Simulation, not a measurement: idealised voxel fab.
process module | voxel quadruple lines
cross-section cut | 290 nm wide | cells 5 nm
A cross-section is a grid of square cells, given in bands from the top down. A band is one or more rows of cells.
Each band's line starts with the height of the band's top and of its bottom, in nm. Then come its materials from left to right, each with its width in nm. One material with "throughout" fills the band from edge to edge. "air" is empty space.
Height 0 is the level under which the wafer as received is all one material. The lowest band goes on downwards, as in "0 down".
A width such as "30 to 40" changes by the same amount from each row of cells to the next, from the band's top row to its bottom row.
"no change" after a step means that no cell of the cross-section changed.
closed voids: empty space of 8 cells or more with no open way to the top, each as width x height at its distance from the left edge, in nm
after a step's settings: what the simulator itself notes on the step
overlay nm, on a step with a mask: how far to the right of its planned place the mask lay; to the left if negative
plan
1 op RECEIVE | material Si
2 op CONFORMAL_DEP | material SiO2 | thk nm 10
3 op DIRECTIONAL_DEP | material TiN | thk nm 15
4 op DIRECTIONAL_DEP | material polySi | thk nm 20
5 op DIRECTIONAL_DEP | material aC | thk nm 20
6 op PATTERN | tone cover | mask id MANDREL | material resist | width nm 35 | thk nm 25 | overlay nm 0
7 op DIRECTIONAL_ETCH | etch materials aC | depth nm 20
8 op STRIP | etch materials resist
9 op CONFORMAL_DEP | material SiO2 | thk nm 15
10 op DIRECTIONAL_ETCH | etch materials SiO2 | depth nm 15
11 op STRIP | etch materials aC
12 op DIRECTIONAL_ETCH | etch materials polySi | depth nm 20
13 op STRIP | etch materials SiO2
14 op CONFORMAL_DEP | material SiN | thk nm 10
15 op DIRECTIONAL_ETCH | etch materials SiN | depth nm 10
16 op STRIP | etch materials polySi
17 op DIRECTIONAL_ETCH | etch materials TiN | depth nm 15
18 op STRIP | etch materials SiN
19 op FILL_DEP | material lowk | thk nm 10
20 op CMP | height nm 25
as received, after step 1
  0 down: Si throughout
  closed voids: none
a wafer at the end: this start, this plan, one mistake
  25 to 10: aC throughout
  10 to 0: SiO2 throughout
  0 down: Si throughout
  closed voids: none
what went wrong: step 3 ran as: op DIRECTIONAL_DEP | material aC | thk nm 15
